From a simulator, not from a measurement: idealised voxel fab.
The document below concerns the process module designated voxel transistor to metal.
215 nm wide, 5 nm square cells: that's cross-section cut.
A cross-section is a grid of square cells, given in bands from the top down. A band is one or more rows of cells. What a band's entry tells you: where the top is and where the bottom is, as heights in nm, and after that what lies inside, material by material from left to right, each with its width in nm. Empty space is written as the word "blank", and a single material marked with the word "full width" occupies the band from edge to edge. Height 0 is the level under which the wafer as received is all one material. The lowest band goes on downwards, as in "0..down". With a width like "30..40", each row of cells in the band differs from the next by the same amount, the top row carrying the first number and the bottom row the second. No cell of the cross-section changed in a step that is given as "no modification". This entry, "Sealed void listing", enumerates those empty regions of no fewer than 8 cells that possess no open connection to the top. Each region is reported in the form width x height at distance, the distance being taken from the left edge, with all three quantities expressed in nm. after a step's settings: what the simulator itself notes on the step. The line of a step may include "overlay nm". On a step with a mask, this value is how far to the right of its planned place the mask lay. A negative value means the mask lay to the left.

LISTED BELOW ARE THE PROCESS STEPS AS PLANNED
step 1: op RECEIVE | material Si
step 2: op OXIDIZE | depth nm 5
step 3: op CONFORMAL_DEP | material SiN | thk nm 15
step 4: op DIRECTIONAL_DEP | material aC | thk nm 15
step 5: op PATTERN | tone cover | mask id ACTIVE | material resist | width nm 105 | thk nm 35 | overlay nm 0
step 6: op DIRECTIONAL_ETCH | etch materials aC | depth nm 15
step 7: op STRIP | etch materials resist
step 8: op DIRECTIONAL_ETCH | etch materials SiN | depth nm 15
step 9: op DIRECTIONAL_ETCH | etch materials SiO2 | depth nm 5
step 10: op DIRECTIONAL_ETCH | etch materials Si | depth nm 30
step 11: op STRIP | etch materials aC
step 12: op FILL_DEP | material SiO2 | thk nm 10
step 13: op CMP | height nm 15
step 14: op SELECTIVE_ETCH | etch materials SiO2 | depth nm 10
step 15: op STRIP | etch materials SiN
step 16: op SELECTIVE_ETCH | etch materials SiO2 | depth nm 5
step 17: op OXIDIZE | depth nm 5
step 18: op DIRECTIONAL_DEP | material polySi | thk nm 30
step 19: op DIRECTIONAL_DEP | material SiCN | thk nm 15
step 20: op DIRECTIONAL_DEP | material aC | thk nm 10
step 21: op PATTERN | tone cover | mask id GATE | material resist | width nm 25 | thk nm 25 | overlay nm 0
step 22: op DIRECTIONAL_ETCH | etch materials aC | depth nm 10
step 23: op STRIP | etch materials resist
step 24: op DIRECTIONAL_ETCH | etch materials SiCN | depth nm 25
step 25: op DIRECTIONAL_ETCH | etch materials polySi | depth nm 40
step 26: op STRIP | etch materials aC
step 27: op CONFORMAL_DEP | material SiN | thk nm 10
step 28: op DIRECTIONAL_ETCH | etch materials SiN | depth nm 10
step 29: op DIRECTIONAL_ETCH | etch materials SiO2 | depth nm 5
step 30: op DIRECTIONAL_ETCH | etch materials Si | depth nm 10
step 31: op EPI | material nSi | thk nm 10
step 32: op FILL_DEP | material SiO2 | thk nm 10
step 33: op CMP | height nm 40
step 34: op DIRECTIONAL_DEP | material SiO2 | thk nm 15
step 35: op PATTERN | tone open | mask id CONTACT | material resist | width nm 20 | pitch nm 75 | thk nm 15 | overlay nm 0
step 36: op DIRECTIONAL_ETCH | etch materials SiO2 | depth nm 65
step 37: op STRIP | etch materials resist
step 38: op CONFORMAL_DEP | material TiN | thk nm 5
step 39: op FILL_DEP | material Ru | thk nm 5
step 40: op CMP | height nm 55
step 41: op DIRECTIONAL_DEP | material TiN | thk nm 5
step 42: op DIRECTIONAL_DEP | material W | thk nm 25
step 43: op DIRECTIONAL_DEP | material aC | thk nm 15
step 44: op PATTERN | tone cover | mask id METAL_1 | material resist | width nm 20 | pitch nm 75 | thk nm 30 | overlay nm 0
step 45: op DIRECTIONAL_ETCH | etch materials aC | depth nm 15
step 46: op STRIP | etch materials resist
step 47: op DIRECTIONAL_ETCH | etch materials W | depth nm 25
step 48: op DIRECTIONAL_ETCH | etch materials TiN | depth nm 5
step 49: op STRIP | etch materials aC
step 50: op CONFORMAL_DEP | material SiCN | thk nm 5
step 51: op FILL_DEP | material SiO2 | thk nm 5
step 52: op CMP | height nm 85
step 53: op CONFORMAL_DEP | material SiN | thk nm 5

CROSS-SECTION OF THE WAFER AS IT CAME TO US, I.E., ALREADY THROUGH STEP 1
    0..down | Si full width
    Sealed void listing: none

FIRST OF TWO WAFERS AT THE END OF THE MODULE, SHOWN IN CROSS-SECTION; RUN CARRIED OUT AS PLANNED
    90..85 | SiN full width
    85..60 | 55 SiO2; 5 SiCN; 20 W; 5 SiCN; 45 SiO2; 5 SiCN; 20 W; 5 SiCN; 55 SiO2
    60..55 | 60 SiCN; 20 TiN; 55 SiCN; 20 TiN; 60 SiCN
    55..40 | 60 SiO2; 5 TiN; 10 Ru; 5 TiN; 55 SiO2; 5 TiN; 10 Ru; 5 TiN; 60 SiO2
    40..25 | 60 SiO2; 5 TiN; 10 Ru; 5 TiN; 5 SiO2; 10 SiN; 25 SiCN; 10 SiN; 5 SiO2; 5 TiN; 10 Ru; 5 TiN; 60 SiO2
    25..5 | 60 SiO2; 5 TiN; 10 Ru; 5 TiN; 5 SiO2; 10 SiN; 25 polySi; 10 SiN; 5 SiO2; 5 TiN; 10 Ru; 5 TiN; 60 SiO2
    5..0 | 60 SiO2; 20 TiN; 5 SiO2; 10 SiN; 25 polySi; 10 SiN; 5 SiO2; 20 TiN; 60 SiO2
    0..-5 | 50 SiO2; 10 SiN; 10 nSi; 5 TiN; 10 nSi; 10 SiN; 25 polySi; 10 SiN; 10 nSi; 5 TiN; 10 nSi; 10 SiN; 50 SiO2
    -5..-10 | 60 SiO2; 10 nSi; 5 TiN; 10 nSi; 45 SiO2; 10 nSi; 5 TiN; 10 nSi; 60 SiO2
    -10..-20 | 55 SiO2; 5 Si; 25 nSi; 45 Si; 25 nSi; 5 Si; 55 SiO2
    -20..-35 | 55 SiO2; 105 Si; 55 SiO2
    -35..down | Si full width
    Sealed void listing: none

CROSS-SECTIONAL VIEW: SECOND OF TWO WAFERS, END OF MODULE; START AND PLAN IDENTICAL TO THE FIRST, ONE MISTAKE IN RUNNING
    90..85 | SiN full width
    85..65 | 55 SiO2; 5 SiCN; 20 W; 5 SiCN; 45 SiO2; 5 SiCN; 20 W; 5 SiCN; 55 SiO2
    65..60 | 60 SiCN; 20 W; 55 SiCN; 20 W; 60 SiCN
    60..55 | SiO2 full width
    55..40 | 60 SiO2; 5 TiN; 10 Ru; 5 TiN; 55 SiO2; 5 TiN; 10 Ru; 5 TiN; 60 SiO2
    40..25 | 60 SiO2; 5 TiN; 10 Ru; 5 TiN; 5 SiO2; 10 SiN; 25 SiCN; 10 SiN; 5 SiO2; 5 TiN; 10 Ru; 5 TiN; 60 SiO2
    25..5 | 60 SiO2; 5 TiN; 10 Ru; 5 TiN; 5 SiO2; 10 SiN; 25 polySi; 10 SiN; 5 SiO2; 5 TiN; 10 Ru; 5 TiN; 60 SiO2
    5..0 | 60 SiO2; 20 TiN; 5 SiO2; 10 SiN; 25 polySi; 10 SiN; 5 SiO2; 20 TiN; 60 SiO2
    0..-5 | 50 SiO2; 10 SiN; 10 nSi; 5 TiN; 10 nSi; 10 SiN; 25 polySi; 10 SiN; 10 nSi; 5 TiN; 10 nSi; 10 SiN; 50 SiO2
    -5..-10 | 60 SiO2; 10 nSi; 5 TiN; 10 nSi; 45 SiO2; 10 nSi; 5 TiN; 10 nSi; 60 SiO2
    -10..-20 | 55 SiO2; 5 Si; 25 nSi; 45 Si; 25 nSi; 5 Si; 55 SiO2
    -20..-35 | 55 SiO2; 105 Si; 55 SiO2
    -35..down | Si full width
    Sealed void listing: none
Misprocessing identified: step 41 ran with different settings than intended, the actual operation and settings being op DIRECTIONAL_DEP | material SiO2 | thk nm 5
In the final state, the cell counts of the second wafer exceed or fall short of those of the first for the following materials: SiCN: 4 fewer | SiO2: 12 more | TiN: 8 fewer
